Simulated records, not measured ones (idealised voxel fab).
Process module in this document: voxel capacitor over wiring
Displayed cross-section: cut, width of 155 nm, square cells sized 5 nm.
How to read a cross-section here: the picture is a grid of square cells, written as bands going from the top down, and any band can span one or more rows of cells. Band: top height; bottom height; in nm. Then, left to right: material with width in nm, for each material. "all across": a single material spanning edge to edge. "empty": empty space. A quick word on heights: they are counted from 0, and under that level the wafer as it came to us is one material throughout. The lowest band is different from the rest in having no bottom; it simply continues downward, written as in "top 0, no bottom". Per-row width for "30 to 40": begins at first number (top row of band), ends at second number (bottom row), increment between rows held constant. The designation "no modification", where it is given for a processing step, indicates that no cell of the cross-section was altered in the course of that step. So "Enclosed void list" is basically the list of trapped voids: any empty space of 8 cells or more that can't reach the top through an opening. They're written width x height at distance, the distance being from the left edge, and it's all nm. That trailing text on a step's line, after the settings, is the simulator's own remark on the step. "overlay nm" on a masked step: distance the mask lay right of its planned place, negative for left.

PROCESS STEPS (PLANNED)
1,RECEIVE [material Si]
2,CONFORMAL_DEP [material SiO2] [thk nm 15]
3,CONFORMAL_DEP [material SiCN] [thk nm 5]
4,DIRECTIONAL_DEP [material SiO2] [thk nm 15]
5,PATTERN [tone open] [mask id METAL_1] [material resist] [width nm 25] [pitch nm 90] [thk nm 20] [overlay nm 0]
6,DIRECTIONAL_ETCH [etch materials SiO2] [depth nm 15]
7,DIRECTIONAL_ETCH [etch materials SiCN] [depth nm 5]
8,STRIP [etch materials resist]
9,CONFORMAL_DEP [material TiN] [thk nm 5]
10,FILL_DEP [material Ru] [thk nm 10]
11,CMP [height nm 35]
12,CONFORMAL_DEP [material SiCN] [thk nm 5]
13,DIRECTIONAL_DEP [material SiO2] [thk nm 15]
14,DIRECTIONAL_DEP [material aC] [thk nm 10]
15,PATTERN [tone open] [mask id PLUG_1] [material resist] [width nm 15] [thk nm 25] [overlay nm 0]
16,DIRECTIONAL_ETCH [etch materials aC] [depth nm 10]
17,STRIP [etch materials resist]
18,DIRECTIONAL_ETCH [etch materials SiO2] [depth nm 15]
19,DIRECTIONAL_ETCH [etch materials SiCN] [depth nm 5]
20,STRIP [etch materials aC]
21,EPI [material Ru] [thk nm 10]
22,EPI [material Ru] [thk nm 10]
23,DIRECTIONAL_DEP [material TiN] [thk nm 10]
24,DIRECTIONAL_DEP [material HfO2] [thk nm 5]
25,DIRECTIONAL_DEP [material TiN] [thk nm 5]
26,PATTERN [tone cover] [mask id UPPER_PLATE] [material resist] [width nm 70] [thk nm 15] [overlay nm 0]
27,DIRECTIONAL_ETCH [etch materials TiN] [depth nm 5]
28,DIRECTIONAL_ETCH [etch materials HfO2] [depth nm 5]
29,STRIP [etch materials resist]
30,PATTERN [tone cover] [mask id LOWER_PLATE] [material resist] [width nm 80] [thk nm 20] [overlay nm 0]
31,DIRECTIONAL_ETCH [etch materials TiN] [depth nm 10]
32,STRIP [etch materials resist]
33,FILL_DEP [material SiO2] [thk nm 20]
34,CMP [height nm 90]
35,PATTERN [tone open] [mask id PLUG_2] [material resist] [width nm 15] [thk nm 20] [overlay nm 0]
36,DIRECTIONAL_ETCH [etch materials SiO2] [depth nm 15]
37,STRIP [etch materials resist]
38,CONFORMAL_DEP [material TiN] [thk nm 5]
39,FILL_DEP [material Ru] [thk nm 10]
40,CMP [height nm 90]
41,CONFORMAL_DEP [material SiCN] [thk nm 5]

DELIVERED WAFER IN CROSS-SECTION: STATE AFTER STEP 1
* top 0, no bottom = Si all across
* Enclosed void list: none

RESULT OF THE MODULE, CROSS-SECTIONED: START PER ABOVE, PLAN PER ABOVE, ONE ERROR IN HOW IT WAS RUN
* top 95, bottom 90 = SiCN all across
* top 90, bottom 80 = SiO2 40 nm; TiN 5 nm; Ru 5 nm; TiN 5 nm; SiO2 100 nm
* top 80, bottom 70 = SiO2 40 to 30 nm; TiN 15 to 70 nm; SiO2 100 to 55 nm
* top 70, bottom 65 = SiCN all across
* top 65, bottom 55 = TiN all across
* top 55, bottom 40 = SiO2 30 nm; Ru 15 nm; SiO2 110 nm
* top 40, bottom 35 = SiCN 30 nm; Ru 15 nm; SiCN 110 nm
* top 35, bottom 20 = SiO2 20 nm; TiN 5 nm; Ru 15 nm; TiN 5 nm; SiO2 65 nm; TiN 5 nm; Ru 15 nm; TiN 5 nm; SiO2 20 nm
* top 20, bottom 15 = SiCN 20 nm; TiN 25 nm; SiCN 65 nm; TiN 25 nm; SiCN 20 nm
* top 15, bottom 0 = SiO2 all across
* top 0, no bottom = Si all across
* Enclosed void list: none
Short version of what went wrong: in deviation from the planned setting, step 24 was conducted as DIRECTIONAL_DEP [material SiCN] [thk nm 5]
